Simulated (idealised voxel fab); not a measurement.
Title: Process Module voxel trench capacitor
Each square cell in cross-section cut measures 5 nm, and the section as a whole is 200 nm wide.
A cross-section is written here as square cells arranged in a grid, and it is given in bands from the top down, each band taking up one or more rows of cells.
Heads up on the band format: heights come first, top then bottom, in nm. After that it's the materials left to right, each with its width in nm. A single material flagged "everywhere" fills the whole band edge to edge, and "empty" means there's empty space there.
Measure heights from 0. That's the level where, below it, the as-received wafer is all one material. The lowest band is bottomless and extends downward; write it as in "from 0 down".
So if you see something like "30 to 40" for the width, read it as the top row of the band sitting at the first number and the bottom row at the second, with every row in between moving by the same amount as the last.
"everything unchanged" for a step: no cell of the cross-section changed in that step.
Basically, "Sealed void list" tells you about the enclosed voids: empty spaces with no open way to the top, 8 cells or bigger, each written width x height at distance, where distance is from the left edge, all in nm.
Formally, on a step line, whatever follows the settings is a remark that the simulator itself makes on the step.
If you see "overlay nm" on a step's line and that step has a mask, it's telling you how far right of where it was planned the mask ended up; a negative number means it went left instead.
### Steps planned for the process
1,RECEIVE,material Si
2,CONFORMAL_DEP,material SiN,thk nm 10
3,DIRECTIONAL_DEP,material aC,thk nm 10
4,PATTERN,tone open,mask id TRENCH,material resist,width nm 25,pitch nm 45,thk nm 30,overlay nm -5
5,DIRECTIONAL_ETCH,etch materials aC,depth nm 10
6,STRIP,etch materials resist
7,DIRECTIONAL_ETCH,etch materials SiN,depth nm 10
8,DIRECTIONAL_ETCH,etch materials Si,depth nm 35
9,STRIP,etch materials aC
10,CONFORMAL_DEP,material SiO2,thk nm 5
11,FILL_DEP,material polySi,thk nm 10
12,CMP,height nm 10
Heads up: all these wafers start the same, and what changes between them is the overlay nm in step 4. The value you see in the plan is just what the first wafer got.
### This is how the first of several wafers looked in cross-section when it arrived, which is after step 1
* from 0 down = Si everywhere
* Sealed void list: none
### End-of-module cross-section, first of several wafers, after last step 12
* from 10 to 0 = SiN 15, SiO2 5, polySi 15, SiO2 5, SiN 20, SiO2 5, polySi 15, SiO2 5, SiN 20, SiO2 5, polySi 15, SiO2 5, SiN 20, SiO2 5, polySi 15, SiO2 5, SiN 25
* from 0 to -30 = Si 15, SiO2 5, polySi 15, SiO2 5, Si 20, SiO2 5, polySi 15, SiO2 5, Si 20, SiO2 5, polySi 15, SiO2 5, Si 20, SiO2 5, polySi 15, SiO2 5, Si 25
* from -30 to -35 = Si 15, SiO2 25, Si 20, SiO2 25, Si 20, SiO2 25, Si 20, SiO2 25, Si 25
* from -35 down = Si everywhere
* Sealed void list: none
### Cross-section of the last wafer at end of module
* from 10 to 0 = SiN 25, SiO2 5, polySi 15, SiO2 5, SiN 20, SiO2 5, polySi 15, SiO2 5, SiN 20, SiO2 5, polySi 15, SiO2 5, SiN 20, SiO2 5, polySi 15, SiO2 5, SiN 15
* from 0 to -30 = Si 25, SiO2 5, polySi 15, SiO2 5, Si 20, SiO2 5, polySi 15, SiO2 5, Si 20, SiO2 5, polySi 15, SiO2 5, Si 20, SiO2 5, polySi 15, SiO2 5, Si 15
* from -30 to -35 = Si 25, SiO2 25, Si 20, SiO2 25, Si 20, SiO2 25, Si 20, SiO2 25, Si 15
* from -35 down = Si everywhere
* Sealed void list: none
### Below is a per-wafer table. In it, each row describes the wafer at the end of the module by giving, for each material, the number of cells gained (+) or lost (-) since the wafer was received, and after that the closed voids of the wafer
overlay nm -5, -140 Si, +40 SiN, +84 SiO2, +96 polySi, Sealed void list: none
overlay nm 0, -140 Si, +40 SiN, +84 SiO2, +96 polySi, Sealed void list: none
overlay nm 5, -140 Si, +40 SiN, +84 SiO2, +96 polySi, Sealed void list: none
